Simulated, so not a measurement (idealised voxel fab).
Documented hereafter: the process module known as voxel self aligned contacts.
The figure presents cross-section cut, which has a width of 145 nm and is divided into square cells with an edge length of 5 nm.
Notation: cross-section as square-cell grid; stated in bands, top first, going down; one or more cell rows per band.
Within each band entry, the heights of the top and of the bottom of the band appear first, in that order and in nm; the materials of the band then follow from left to right, each with its corresponding width in nm. The designation "throughout" on a single material indicates that it fills the band from edge to edge; the designation "air" indicates empty space.
Heights from 0 (as-received wafer is one material below). Bottom band endless downward, as "top 0, no bottom".
Read "30->40" as a graded width: first number on top, second number at the bottom, same change between each pair of neighbouring rows.
Where the words "nothing changed" appear for a step, the cross-section shows no cell changed by that step; every cell remained as before.
Heads up: "Closed cavities" only lists the empty pockets with no open path to the top that are 8 cells or more, and it writes them as width x height at distance, distance from the left edge, in nm.
Post-settings text on a step line: simulator's own remark regarding the step.
"overlay nm", when on a step's line for a step with a mask, measures how far to the right of its planned place the mask lay; a negative measure means to the left.
The planned process steps are enumerated hereunder
1 RECEIVE (material Si)
2 CONFORMAL_DEP (material SiO2; thk nm 5)
3 DIRECTIONAL_DEP (material polySi; thk nm 20)
4 DIRECTIONAL_DEP (material SiN; thk nm 25)
5 PATTERN (tone cover; mask id GATE; material resist; width nm 30; pitch nm 70; thk nm 15; overlay nm 0)
6 DIRECTIONAL_ETCH (etch materials SiN; depth nm 25)
7 DIRECTIONAL_ETCH (etch materials polySi; depth nm 20)
8 STRIP (etch materials resist)
9 CONFORMAL_DEP (material SiN; thk nm 10)
10 DIRECTIONAL_ETCH (etch materials SiN; depth nm 10)
11 FILL_DEP (material SiO2; thk nm 15)
12 CMP (height nm 55)
13 MASKED_ETCH (tone open; mask id CONTACT; width nm 50; etch materials SiO2; depth nm 55; overlay nm 0)
14 CONFORMAL_DEP (material TiN; thk nm 5)
15 FILL_DEP (material W; thk nm 10)
16 CMP (height nm 55)
17 CONFORMAL_DEP (material SiCN; thk nm 5)
Below: the first of two wafers, run as planned
Shown in cross-section is the wafer as received, that is, as it stands after step 1
* top 0, no bottom  Si throughout
* Closed cavities: none
Cross-section: wafer state after step 2
* top 5, bottom 0  SiO2 throughout
* All layers under 0 are left as they were.
Cross-section: wafer state after step 3
* top 25, bottom 5  polySi throughout
* All layers under 5 are left as they were.
Cross-section: wafer state after step 4
* top 50, bottom 25  SiN throughout
* All layers under 25 are left as they were.
Cross-section: wafer state after step 5
* top 65, bottom 50  air (20), resist (30), air (40), resist (30), air (25)
* All layers under 50 are left as they were.
Cross-section: wafer state after step 6
* top 65, bottom 50  air (20), resist (30), air (40), resist (30), air (25)
* top 50, bottom 25  air (20), SiN (30), air (40), SiN (30), air (25)
* All layers under 25 are left as they were.
Cross-section: wafer state after step 7
* top 65, bottom 50  air (20), resist (30), air (40), resist (30), air (25)
* top 50, bottom 25  air (20), SiN (30), air (40), SiN (30), air (25)
* top 25, bottom 5  air (20), polySi (30), air (40), polySi (30), air (25)
* All layers under 5 are left as they were.
Cross-section: wafer state after step 8
* top 50, bottom 25  air (20), SiN (30), air (40), SiN (30), air (25)
* All layers under 25 are left as they were.
Cross-section: wafer state after step 9
* top 60, bottom 25  air (10), SiN (50), air (20), SiN (50), air (15)
* top 25, bottom 15  air (10), SiN (10), polySi (30), SiN (10), air (20), SiN (10), polySi (30), SiN (10), air (15)
* top 15, bottom 5  SiN (20), polySi (30), SiN (40), polySi (30), SiN (25)
* All layers under 5 are left as they were.
Cross-section: wafer state after step 10
* top 50, bottom 25  air (10), SiN (50), air (20), SiN (50), air (15)
* top 25, bottom 5  air (10), SiN (10), polySi (30), SiN (10), air (20), SiN (10), polySi (30), SiN (10), air (15)
* All layers under 5 are left as they were.
Cross-section: wafer state after step 11
* top 65, bottom 50  SiO2 throughout
* top 50, bottom 25  SiO2 (10), SiN (50), SiO2 (20), SiN (50), SiO2 (15)
* top 25, bottom 5  SiO2 (10), SiN (10), polySi (30), SiN (10), SiO2 (20), SiN (10), polySi (30), SiN (10), SiO2 (15)
* All layers under 5 are left as they were.
Cross-section: wafer state after step 12
* top 55, bottom 50  SiO2 throughout
* All layers under 50 are left as they were.
Cross-section: wafer state after step 13
* top 55, bottom 50  SiO2 (45), air (50), SiO2 (50)
* top 50, bottom 25  SiO2 (10), SiN (50), air (20), SiN (50), SiO2 (15)
* top 25, bottom 5  SiO2 (10), SiN (10), polySi (30), SiN (10), air (20), SiN (10), polySi (30), SiN (10), SiO2 (15)
* top 5, bottom 0  SiO2 (60), air (20), SiO2 (65)
* All layers under 0 are left as they were.
Cross-section: wafer state after step 14
* top 60, bottom 55  TiN (50), air (40), TiN (55)
* top 55, bottom 50  SiO2 (45), TiN (20), air (10), TiN (20), SiO2 (50)
* top 50, bottom 25  SiO2 (10), SiN (50), TiN (5), air (10), TiN (5), SiN (50), SiO2 (15)
* top 25, bottom 5  SiO2 (10), SiN (10), polySi (30), SiN (10), TiN (5), air (10), TiN (5), SiN (10), polySi (30), SiN (10), SiO2 (15)
* top 5, bottom 0  SiO2 (60), TiN (20), SiO2 (65)
* All layers under 0 are left as they were.
Cross-section: wafer state after step 15
* top 70, bottom 60  W throughout
* top 60, bottom 55  TiN (50), W (40), TiN (55)
* top 55, bottom 50  SiO2 (45), TiN (20), W (10), TiN (20), SiO2 (50)
* top 50, bottom 25  SiO2 (10), SiN (50), TiN (5), W (10), TiN (5), SiN (50), SiO2 (15)
* top 25, bottom 5  SiO2 (10), SiN (10), polySi (30), SiN (10), TiN (5), W (10), TiN (5), SiN (10), polySi (30), SiN (10), SiO2 (15)
* All layers under 5 are left as they were.
Cross-section: wafer state after step 16
* top 55, bottom 50  SiO2 (45), TiN (20), W (10), TiN (20), SiO2 (50)
* All layers under 50 are left as they were.
Cross-section: wafer state after step 17
* top 60, bottom 55  SiCN throughout
* All layers under 55 are left as they were.
Okay, second wafer. Nothing different at the start, nothing different in the plan, just one mistake somewhere in the running. As far as step 5, counting that step, it's the first wafer all over again
The second wafer in cross-section, at the planned close of step 6
* top 65, bottom 50  air (20), resist (30), air (40), resist (30), air (25)
* top 50, bottom 35  air (20), SiN (30), air (40), SiN (30), air (25)
* All layers under 35 are left as they were.
The second wafer in cross-section, at the planned close of step 7: nothing changed
The second wafer in cross-section, at the planned close of step 8
* top 50, bottom 35  air (20), SiN (30), air (40), SiN (30), air (25)
* All layers under 35 are left as they were.
The second wafer in cross-section, at the planned close of step 9
* top 60, bottom 45  air (10), SiN (50), air (20), SiN (50), air (15)
* top 45, bottom 25  SiN throughout
* All layers under 25 are left as they were.
The second wafer in cross-section, at the planned close of step 10
* top 50, bottom 35  air (10), SiN (50), air (20), SiN (50), air (15)
* All layers under 35 are left as they were.
The second wafer in cross-section, at the planned close of step 11
* top 65, bottom 50  SiO2 throughout
* top 50, bottom 35  SiO2 (10), SiN (50), SiO2 (20), SiN (50), SiO2 (15)
* All layers under 35 are left as they were.
The second wafer in cross-section, at the planned close of step 12
* top 55, bottom 50  SiO2 throughout
* All layers under 50 are left as they were.
The second wafer in cross-section, at the planned close of step 13
* top 55, bottom 50  SiO2 (45), air (50), SiO2 (50)
* top 50, bottom 35  SiO2 (10), SiN (50), air (20), SiN (50), SiO2 (15)
* All layers under 35 are left as they were.
The second wafer in cross-section, at the planned close of step 14
* top 60, bottom 55  TiN (50), air (40), TiN (55)
* top 55, bottom 50  SiO2 (45), TiN (20), air (10), TiN (20), SiO2 (50)
* top 50, bottom 40  SiO2 (10), SiN (50), TiN (5), air (10), TiN (5), SiN (50), SiO2 (15)
* top 40, bottom 35  SiO2 (10), SiN (50), TiN (20), SiN (50), SiO2 (15)
* All layers under 35 are left as they were.
The second wafer in cross-section, at the planned close of step 15
* top 70, bottom 60  W throughout
* top 60, bottom 55  TiN (50), W (40), TiN (55)
* top 55, bottom 50  SiO2 (45), TiN (20), W (10), TiN (20), SiO2 (50)
* top 50, bottom 40  SiO2 (10), SiN (50), TiN (5), W (10), TiN (5), SiN (50), SiO2 (15)
* All layers under 40 are left as they were.
The second wafer in cross-section, at the planned close of step 16
* top 55, bottom 50  SiO2 (45), TiN (20), W (10), TiN (20), SiO2 (50)
* All layers under 50 are left as they were.
The second wafer in cross-section, at the planned close of step 17
* top 60, bottom 55  SiCN throughout
* All layers under 55 are left as they were.
Misprocessing identified: step 6 was not run as planned; what actually ran was DIRECTIONAL_ETCH (etch materials SiN; depth nm 15)
at the end the second wafer has, in cells: -14 SiN | -26 SiO2 | -14 TiN | -14 W | +68 polySi
